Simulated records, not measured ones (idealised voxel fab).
Title: Process Module voxel capacitor over wiring
Square cells of 5 nm make up the cross-section cut, whose width is 195 nm.
Cross-section format: a grid of square cells, given as bands from top to bottom; each band is one or more rows of cells.
Band entry format. Leading values: height of top, height of bottom, nm. Remainder: materials in left-to-right order, each with its width in nm. Special words: "everywhere" on a single material, which then fills the band edge to edge; "air", empty space.
Measure heights from 0. That's the level where, below it, the as-received wafer is all one material. The lowest band is bottomless and extends downward; write it as in "z 0 and below".
Width spec "30 to 40" -> top row of cells at first value, bottom row at second value, equal per-row change in between.
Basically "changes: none" means that step didn't change any cell in the cross-section.
Entry "closed voids" = empty spaces >= 8 cells with no open way to the top; each as width x height at distance, distance from left edge, all nm.
Anything after a step's settings on that line? It's the simulator's own note about the step.
overlay nm: for a step with a mask, the amount by which the mask lay right of where it was planned; a negative amount means left of it.

### The process steps that were planned are listed below
step 1: RECEIVE | material Si
step 2: CONFORMAL_DEP | material SiO2 | thk nm 10
step 3: CONFORMAL_DEP | material SiN | thk nm 5
step 4: DIRECTIONAL_DEP | material lowk | thk nm 15
step 5: PATTERN | tone open | mask id METAL_1 | material resist | width nm 25 | pitch nm 95 | thk nm 20 | overlay nm 0
step 6: DIRECTIONAL_ETCH | etch materials lowk | depth nm 15
step 7: DIRECTIONAL_ETCH | etch materials SiN | depth nm 5
step 8: STRIP | etch materials resist
step 9: CONFORMAL_DEP | material TiN | thk nm 5
step 10: FILL_DEP | material Cu | thk nm 5
step 11: CMP | height nm 30
step 12: CONFORMAL_DEP | material SiCN | thk nm 5
step 13: DIRECTIONAL_DEP | material SiO2 | thk nm 15
step 14: MASKED_ETCH | tone open | mask id PLUG_1 | width nm 15 | etch materials SiO2 | depth nm 15 | overlay nm 0
step 15: MASKED_ETCH | tone open | mask id PLUG_1 | width nm 15 | etch materials SiCN | depth nm 5 | overlay nm 0
step 16: CONFORMAL_DEP | material TiN | thk nm 5
step 17: FILL_DEP | material Cu | thk nm 5
step 18: CMP | height nm 50
step 19: DIRECTIONAL_DEP | material TiN | thk nm 10
step 20: DIRECTIONAL_DEP | material HfO2 | thk nm 5
step 21: DIRECTIONAL_DEP | material TiN | thk nm 5
step 22: DIRECTIONAL_DEP | material aC | thk nm 15
step 23: PATTERN | tone cover | mask id UPPER_PLATE | material resist | width nm 75 | thk nm 30 | overlay nm 0
step 24: DIRECTIONAL_ETCH | etch materials aC | depth nm 15
step 25: STRIP | etch materials resist
step 26: DIRECTIONAL_ETCH | etch materials TiN | depth nm 5
step 27: DIRECTIONAL_ETCH | etch materials HfO2 | depth nm 5
step 28: STRIP | etch materials aC
step 29: PATTERN | tone cover | mask id LOWER_PLATE | material resist | width nm 85 | thk nm 15 | overlay nm 0
step 30: DIRECTIONAL_ETCH | etch materials TiN | depth nm 10
step 31: STRIP | etch materials resist
step 32: FILL_DEP | material SiO2 | thk nm 15
step 33: CMP | height nm 80
step 34: PATTERN | tone open | mask id PLUG_2 | material resist | width nm 15 | thk nm 20 | overlay nm 0
step 35: DIRECTIONAL_ETCH | etch materials SiO2 | depth nm 10
step 36: STRIP | etch materials resist
step 37: CONFORMAL_DEP | material TiN | thk nm 5
step 38: FILL_DEP | material W | thk nm 5
step 39: CMP | height nm 80
step 40: CONFORMAL_DEP | material SiCN | thk nm 5

### Here's what the wafer looked like in cross-section when it arrived - that's after step 1
z 0 and below: Si everywhere
closed voids: none

### The module was run from the start shown above using the plan shown above, but one mistake was made doing it; the resulting wafer cross-section is below
z 85 to 80: SiCN everywhere
z 80 to 75: SiO2 55 / TiN 5 / W 5 / TiN 5 / SiO2 125
z 75 to 65: SiO2 55 to 45 / TiN 15 to 75 / SiO2 125 to 75
z 65 to 60: SiO2 45 / HfO2 75 / SiO2 75
z 60 to 50: SiO2 40 / TiN 85 / SiO2 70
z 50 to 35: SiO2 45 / TiN 5 / Cu 5 / TiN 5 / SiO2 135
z 35 to 30: SiCN 45 / TiN 15 / SiCN 135
z 30 to 25: Cu everywhere
z 25 to 20: TiN 40 / Cu 15 / TiN 80 / Cu 15 / TiN 45
z 20 to 5: lowk 35 / TiN 5 / Cu 15 / TiN 5 / lowk 70 / TiN 5 / Cu 15 / TiN 5 / lowk 40
z 5 to 0: SiN 35 / TiN 25 / SiN 70 / TiN 25 / SiN 40
z 0 and below: Si everywhere
closed voids: none
Processing error: yeah, step 2 of the plan got skipped, never ran
